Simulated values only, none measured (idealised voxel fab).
Proc. module: voxel tone inversion
In the cross-section labelled cut, the width is 300 nm and each square cell is 5 nm.
In this document a cross-section is written as a grid of square cells. It is given as a series of bands, listed from the top down, and a band is one or more rows of cells.
What a band's entry tells you: where the top is and where the bottom is, as heights in nm, and after that what lies inside, material by material from left to right, each with its width in nm. Empty space is written as the word "empty", and a single material marked with the word "edge to edge" occupies the band from edge to edge.
Where do heights start? At 0: under that level the wafer as delivered is made of one material only. And the lowest band has no floor; it just carries on downward, as in "z 0 and below".
You'd read "30->40" like this: the band's top row of cells is as wide as the first number, its bottom row is as wide as the second, and going down, every row changes width by the same amount as the row before did.
When a step is marked "everything unchanged", none of the cells in the cross-section changed during that step.
This entry, "Enclosed void listing", enumerates those empty regions of no fewer than 8 cells that possess no open connection to the top. Each region is reported in the form width x height at distance, the distance being taken from the left edge, with all three quantities expressed in nm.
Step line, after settings: the simulator's comment on this step.
What "overlay nm" on a step's line means: if the step has a mask, that mask lay this far to the right of its planned place, or, when the value is negative, to the left.

LISTED BELOW ARE THE PROCESS STEPS AS PLANNED
step 1: RECEIVE [material Si]
step 2: CONFORMAL_DEP [material SiN] [thk nm 10]
step 3: DIRECTIONAL_DEP [material aC] [thk nm 25]
step 4: PATTERN [tone cover] [mask id POSTS] [material resist] [width nm 20] [pitch nm 35] [thk nm 35] [overlay nm 0]
step 5: DIRECTIONAL_ETCH [etch materials aC] [depth nm 25]
step 6: STRIP [etch materials resist]
step 7: FILL_DEP [material SiO2] [thk nm 5]
step 8: CMP [height nm 35]
step 9: STRIP [etch materials aC]

FIRST WAFER, TWO IN TOTAL, RUN AS PLANNED

RECEIVED-STATE CROSS-SECTION, REFLECTING COMPLETION OF STEP 1
	z 0 and below  Si edge to edge
	Enclosed void listing: none

HOW THE WAFER STANDS IN SECTION AFTER STEP 2
	z 10 to 0  SiN edge to edge
	For the remainder of the cross-section, below 0, there is no change.

HOW THE WAFER STANDS IN SECTION AFTER STEP 3
	z 35 to 10  aC edge to edge
	For the remainder of the cross-section, below 10, there is no change.

HOW THE WAFER STANDS IN SECTION AFTER STEP 4
	z 70 to 35  120 empty; 20 resist; 15 empty; 20 resist; 125 empty
	For the remainder of the cross-section, below 35, there is no change.

HOW THE WAFER STANDS IN SECTION AFTER STEP 5
	z 45 to 35  120 empty; 20 resist; 15 empty; 20 resist; 125 empty
	z 35 to 10  120 empty; 20 aC; 15 empty; 20 aC; 125 empty
	For the remainder of the cross-section, below 10, there is no change.

HOW THE WAFER STANDS IN SECTION AFTER STEP 6
	z 35 to 10  120 empty; 20 aC; 15 empty; 20 aC; 125 empty
	For the remainder of the cross-section, below 10, there is no change.

HOW THE WAFER STANDS IN SECTION AFTER STEP 7
	z 40 to 35  SiO2 edge to edge
	z 35 to 10  120 SiO2; 20 aC; 15 SiO2; 20 aC; 125 SiO2
	For the remainder of the cross-section, below 10, there is no change.

HOW THE WAFER STANDS IN SECTION AFTER STEP 8
	z 35 to 10  120 SiO2; 20 aC; 15 SiO2; 20 aC; 125 SiO2
	For the remainder of the cross-section, below 10, there is no change.

HOW THE WAFER STANDS IN SECTION AFTER STEP 9
	z 35 to 10  120 SiO2; 20 empty; 15 SiO2; 20 empty; 125 SiO2
	For the remainder of the cross-section, below 10, there is no change.

THE SECOND WAFER BEGAN EXACTLY AS THE FIRST DID AND FOLLOWED THE SAME PLAN, BUT ONE MISTAKE WAS MADE WHILE RUNNING IT; THROUGH STEP 3 INCLUSIVE, THE TWO WAFERS ARE IDENTICAL

SECOND WAFER AT THE PLANNED FINISH OF STEP 4, SEEN IN CROSS-SECTION
	z 70 to 35  115 empty; 20 resist; 15 empty; 20 resist; 130 empty
	For the remainder of the cross-section, below 35, there is no change.

SECOND WAFER AT THE PLANNED FINISH OF STEP 5, SEEN IN CROSS-SECTION
	z 45 to 35  115 empty; 20 resist; 15 empty; 20 resist; 130 empty
	z 35 to 10  115 empty; 20 aC; 15 empty; 20 aC; 130 empty
	For the remainder of the cross-section, below 10, there is no change.

SECOND WAFER AT THE PLANNED FINISH OF STEP 6, SEEN IN CROSS-SECTION
	z 35 to 10  115 empty; 20 aC; 15 empty; 20 aC; 130 empty
	For the remainder of the cross-section, below 10, there is no change.

SECOND WAFER AT THE PLANNED FINISH OF STEP 7, SEEN IN CROSS-SECTION
	z 40 to 35  SiO2 edge to edge
	z 35 to 10  115 SiO2; 20 aC; 15 SiO2; 20 aC; 130 SiO2
	For the remainder of the cross-section, below 10, there is no change.

SECOND WAFER AT THE PLANNED FINISH OF STEP 8, SEEN IN CROSS-SECTION
	z 35 to 10  115 SiO2; 20 aC; 15 SiO2; 20 aC; 130 SiO2
	For the remainder of the cross-section, below 10, there is no change.

SECOND WAFER AT THE PLANNED FINISH OF STEP 9, SEEN IN CROSS-SECTION
	z 35 to 10  115 SiO2; 20 empty; 15 SiO2; 20 empty; 130 SiO2
	For the remainder of the cross-section, below 10, there is no change.
Finding, execution versus plan: step 4 changed vs plan, executed as PATTERN [tone cover] [mask id POSTS] [material resist] [width nm 20] [pitch nm 35] [thk nm 35] [overlay nm -5]
Final wafers compared: equal cell tally per material, rearranged layout.
